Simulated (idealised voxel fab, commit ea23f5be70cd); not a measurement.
Documented hereafter: the process module known as voxel wiring stack.
This is section cut - it's 225 nm across, gridded in 5 nm square cells.
Cross-section layout: square cells on a grid; listed as bands, top to bottom; a band spans one or more cell rows. This entry defines a band. It first specifies the height of the band's top and the height of its bottom in nm, and then specifies the band's materials from left to right, stating each material with its width in nm. The word "everywhere" identifies a single material that fills the band from edge to edge, while the word "blank" identifies empty space. Convention: height 0 is the level below which the wafer, as received, is all one material. The lowest band does not terminate at the bottom but continues downward, represented as "0..down". Width spec "30->40" -> top row of cells at first value, bottom row at second value, equal per-row change in between. "remained the same" for a step: no cell of the cross-section changed in that step. The list in "Closed void register" covers empty spaces of 8 cells or more that cannot reach the top through any open way, and it gives each as width x height at distance; the distance is from the left edge, and width, height and distance are in nm. Heads up: the bit after the settings on a step's line is the simulator's remark on that step. What "overlay nm" on a step's line means: if the step has a mask, that mask lay this far to the right of its planned place, or, when the value is negative, to the left.
THIS SECTION LISTS THE PROCESS STEPS THAT WERE PLANNED
| 1 | op RECEIVE | material Si |
| 2 | op CONFORMAL_DEP | material SiO2 | thk nm 10 |
| 3 | op DIRECTIONAL_DEP | material TiN | thk nm 5 |
| 4 | op DIRECTIONAL_DEP | material Ru | thk nm 20 |
| 5 | op DIRECTIONAL_DEP | material aC | thk nm 10 |
| 6 | op PATTERN | tone cover | mask id METAL_1 | material resist | width nm 30 | pitch nm 50 | thk nm 30 | overlay nm 0 |
| 7 | op DIRECTIONAL_ETCH | etch materials aC | depth nm 10 |
| 8 | op STRIP | etch materials resist |
| 9 | op DIRECTIONAL_ETCH | etch materials Ru | depth nm 20 |
| 10 | op DIRECTIONAL_ETCH | etch materials TiN | depth nm 5 |
| 11 | op STRIP | etch materials aC |
| 12 | op CONFORMAL_DEP | material SiCN | thk nm 5 |
| 13 | op FILL_DEP | material lowk | thk nm 5 |
| 14 | op CMP | height nm 35 |
| 15 | op CONFORMAL_DEP | material SiCN | thk nm 5 |
| 16 | op DIRECTIONAL_DEP | material lowk | thk nm 15 |
| 17 | op MASKED_ETCH | tone open | mask id PLUG_1 | width nm 15 | pitch nm 50 | etch materials lowk | depth nm 15 | overlay nm 0 |
| 18 | op MASKED_ETCH | tone open | mask id PLUG_1 | width nm 15 | pitch nm 50 | etch materials SiCN | depth nm 5 | overlay nm 0 |
| 19 | op CONFORMAL_DEP | material TiN | thk nm 5 |
| 20 | op FILL_DEP | material Cu | thk nm 10 |
| 21 | op CMP | height nm 55 |
| 22 | op DIRECTIONAL_DEP | material TiN | thk nm 5 |
| 23 | op DIRECTIONAL_DEP | material W | thk nm 20 |
| 24 | op PATTERN | tone cover | mask id METAL_2 | material resist | width nm 30 | pitch nm 50 | thk nm 15 | overlay nm 0 |
| 25 | op DIRECTIONAL_ETCH | etch materials W | depth nm 20 |
| 26 | op DIRECTIONAL_ETCH | etch materials TiN | depth nm 5 |
| 27 | op STRIP | etch materials resist |
| 28 | op FILL_DEP | material lowk | thk nm 5 |
| 29 | op CMP | height nm 80 |
| 30 | op CONFORMAL_DEP | material SiCN | thk nm 5 |
| 31 | op DIRECTIONAL_DEP | material SiO2 | thk nm 10 |
| 32 | op PATTERN | tone open | mask id PLUG_2 | material resist | width nm 15 | pitch nm 100 | thk nm 20 | overlay nm 0 |
| 33 | op DIRECTIONAL_ETCH | etch materials SiO2 | depth nm 10 |
| 34 | op DIRECTIONAL_ETCH | etch materials SiCN | depth nm 5 |
| 35 | op STRIP | etch materials resist |
| 36 | op EPI | material Ru | thk nm 10 |
| 37 | op EPI | material Ru | thk nm 5 |
| 38 | op DIRECTIONAL_DEP | material TiN | thk nm 5 |
| 39 | op DIRECTIONAL_DEP | material Ru | thk nm 25 |
| 40 | op PATTERN | tone cover | mask id METAL_3 | material resist | width nm 30 | pitch nm 50 | thk nm 20 | overlay nm 0 |
| 41 | op DIRECTIONAL_ETCH | etch materials Ru | depth nm 25 |
| 42 | op DIRECTIONAL_ETCH | etch materials TiN | depth nm 5 |
| 43 | op STRIP | etch materials resist |
| 44 | op FILL_DEP | material lowk | thk nm 10 |
| 45 | op CMP | height nm 125 |
| 46 | op CONFORMAL_DEP | material SiN | thk nm 5 |
AS-RECEIVED STATE OF THE WAFER IN CROSS-SECTION, EQUIVALENT TO POST-STEP 1
0..down = Si everywhere
Closed void register: none
END-OF-MODULE CROSS-SECTION OF THE FIRST OF TWO WAFERS, PROCESSED AS PLANNED
130..125 = SiN everywhere
125..100 = lowk=20, Ru=30, lowk=20, Ru=30, lowk=20, Ru=30, lowk=20, Ru=30, lowk=25
100..95 = lowk=20, TiN=30, lowk=20, TiN=30, lowk=20, TiN=30, lowk=20, TiN=30, lowk=25
95..85 = SiO2=20, Ru=15, SiO2=85, Ru=15, SiO2=90
85..80 = SiCN=20, Ru=15, SiCN=85, Ru=15, SiCN=90
80..60 = lowk=20, W=30, lowk=20, W=30, lowk=20, W=30, lowk=20, W=30, lowk=25
60..55 = lowk=20, TiN=30, lowk=20, TiN=30, lowk=20, TiN=30, lowk=20, TiN=30, lowk=25
55..40 = lowk=20, TiN=5, Cu=5, TiN=5, lowk=35, TiN=5, Cu=5, TiN=5, lowk=35, TiN=5, Cu=5, TiN=5, lowk=35, TiN=5, Cu=5, TiN=5, lowk=40
40..35 = SiCN=20, TiN=15, SiCN=35, TiN=15, SiCN=35, TiN=15, SiCN=35, TiN=15, SiCN=40
35..15 = lowk=15, SiCN=5, Ru=30, SiCN=5, lowk=10, SiCN=5, Ru=30, SiCN=5, lowk=10, SiCN=5, Ru=30, SiCN=5, lowk=10, SiCN=5, Ru=30, SiCN=5, lowk=20
15..10 = SiCN=20, TiN=30, SiCN=20, TiN=30, SiCN=20, TiN=30, SiCN=20, TiN=30, SiCN=25
10..0 = SiO2 everywhere
0..down = Si everywhere
Closed void register: none
CROSS-SECTION AT END OF MODULE FOR THE SECOND WAFER OF TWO, WHICH MATCHED THE FIRST IN STARTING POINT AND PLAN AND DIFFERED BY ONE MISTAKE IN ITS PROCESSING
130..125 = SiN everywhere
125..110 = lowk=35, Ru=15, lowk=20, Ru=30, lowk=35, Ru=15, lowk=20, Ru=30, lowk=25
110..100 = lowk=20, Ru=30, lowk=20, Ru=30, lowk=20, Ru=30, lowk=20, Ru=30, lowk=25
100..95 = lowk=20, Ru=15, TiN=15, lowk=20, TiN=30, lowk=20, Ru=15, TiN=15, lowk=20, TiN=30, lowk=25
95..85 = SiO2=20, Ru=15, SiO2=85, Ru=15, SiO2=90
85..80 = SiCN=20, TiN=15, SiCN=85, TiN=15, SiCN=90
80..60 = W=20, lowk=30, W=20, lowk=30, W=20, lowk=30, W=20, lowk=30, W=25
60..55 = TiN=20, lowk=30, TiN=20, lowk=30, TiN=20, lowk=30, TiN=20, lowk=30, TiN=25
55..40 = lowk=20, TiN=5, Cu=5, TiN=5, lowk=35, TiN=5, Cu=5, TiN=5, lowk=35, TiN=5, Cu=5, TiN=5, lowk=35, TiN=5, Cu=5, TiN=5, lowk=40
40..35 = SiCN=20, TiN=15, SiCN=35, TiN=15, SiCN=35, TiN=15, SiCN=35, TiN=15, SiCN=40
35..15 = lowk=15, SiCN=5, Ru=30, SiCN=5, lowk=10, SiCN=5, Ru=30, SiCN=5, lowk=10, SiCN=5, Ru=30, SiCN=5, lowk=10, SiCN=5, Ru=30, SiCN=5, lowk=20
15..10 = SiCN=20, TiN=30, SiCN=20, TiN=30, SiCN=20, TiN=30, SiCN=20, TiN=30, SiCN=25
10..0 = SiO2 everywhere
0..down = Si everywhere
Closed void register: none
What was the processing mistake? not per plan at step 24, really ran op PATTERN | tone open | mask id METAL_2 | material resist | width nm 30 | pitch nm 50 | thk nm 15 | overlay nm 0
Upon completion, the second wafer contains, in terms of cells, a greater or smaller amount of certain materials than the first wafer: Ru: 18 fewer; TiN: 3 fewer; W: 12 fewer; lowk: 33 more
